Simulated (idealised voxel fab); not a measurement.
Process module in this document: voxel trench capacitor
Shown is cross-section cut, with a width of 190 nm and square cells of size 5 nm.
Cross-section, as written here: a square-cell grid given band by band from the top down, where a band holds one or more rows of cells. Each band's line starts with the height of the band's top and of its bottom, in nm. Then come its materials from left to right, each with its width in nm. One material with "all across" fills the band from edge to edge. "air" is empty space. Heights are reckoned from 0. Under this level, the received wafer is all of one material. The bottommost band is open-ended downward, for example "0..down". Per-row width for "30 to 40": begins at first number (top row of band), ends at second number (bottom row), increment between rows held constant. Given "no change" for a step, no cell of the cross-section differs between before and after that step. For the entry "Cavities, sealed", the listed items are empty spaces with no open way to the top whose size is 8 cells or more; each item follows the pattern width x height at distance, where distance is from the left edge and all three are in nm. That trailing text on a step's line, after the settings, is the simulator's own remark on the step. What "overlay nm" on a step's line means: if the step has a mask, that mask lay this far to the right of its planned place, or, when the value is negative, to the left.
Below is the list of planned process steps
step 1: op RECEIVE | material Si
step 2: op CONFORMAL_DEP | material SiN | thk nm 10
step 3: op DIRECTIONAL_DEP | material aC | thk nm 10
step 4: op PATTERN | tone open | mask id TRENCH | material resist | width nm 30 | pitch nm 45 | thk nm 30 | overlay nm 0
step 5: op DIRECTIONAL_ETCH | etch materials aC | depth nm 10
step 6: op STRIP | etch materials resist
step 7: op DIRECTIONAL_ETCH | etch materials SiN | depth nm 10
step 8: op DIRECTIONAL_ETCH | etch materials Si | depth nm 35
step 9: op STRIP | etch materials aC
step 10: op CONFORMAL_DEP | material Al2O3 | thk nm 5
step 11: op CONFORMAL_DEP | material TiN | thk nm 5
step 12: op FILL_DEP | material W | thk nm 5
step 13: op CMP | height nm 10
Cross-section of the incoming wafer, state after step 1
- 0..down  Si all across
- Cavities, sealed: none
Module complete - cross-section of the first of two wafers, run according to plan
- 10..0  SiN: 55, then Al2O3: 5, then TiN: 5, then W: 10, then TiN: 5, then Al2O3: 5, then SiN: 15, then Al2O3: 5, then TiN: 5, then W: 10, then TiN: 5, then Al2O3: 5, then SiN: 60
- 0..-25  Si: 55, then Al2O3: 5, then TiN: 5, then W: 10, then TiN: 5, then Al2O3: 5, then Si: 15, then Al2O3: 5, then TiN: 5, then W: 10, then TiN: 5, then Al2O3: 5, then Si: 60
- -25..-30  Si: 55, then Al2O3: 5, then TiN: 20, then Al2O3: 5, then Si: 15, then Al2O3: 5, then TiN: 20, then Al2O3: 5, then Si: 60
- -30..-35  Si: 55, then Al2O3: 30, then Si: 15, then Al2O3: 30, then Si: 60
- -35..down  Si all across
- Cavities, sealed: none
Cross-section of the latter of the two wafers at module completion. It had an identical start and an identical plan to the former; in running it, one mistake was made
- 10..0  SiN: 60, then Al2O3: 5, then TiN: 5, then W: 5, then TiN: 5, then Al2O3: 5, then SiN: 20, then Al2O3: 5, then TiN: 5, then W: 5, then TiN: 5, then Al2O3: 5, then SiN: 60
- 0..-25  Si: 60, then Al2O3: 5, then TiN: 5, then W: 5, then TiN: 5, then Al2O3: 5, then Si: 20, then Al2O3: 5, then TiN: 5, then W: 5, then TiN: 5, then Al2O3: 5, then Si: 60
- -25..-30  Si: 60, then Al2O3: 5, then TiN: 15, then Al2O3: 5, then Si: 20, then Al2O3: 5, then TiN: 15, then Al2O3: 5, then Si: 60
- -30..-35  Si: 60, then Al2O3: 25, then Si: 20, then Al2O3: 25, then Si: 60
- -35..down  Si all across
- Cavities, sealed: none
So what did we get wrong on this run? step 4 ran with different settings than intended, the actual operation and settings being op PATTERN | tone open | mask id TRENCH | material resist | width nm 25 | pitch nm 45 | thk nm 30 | overlay nm 0
Final wafer comparison in cells, second versus first, more or fewer per material: Al2O3 -2; Si +14; SiN +4; TiN -2; W -14
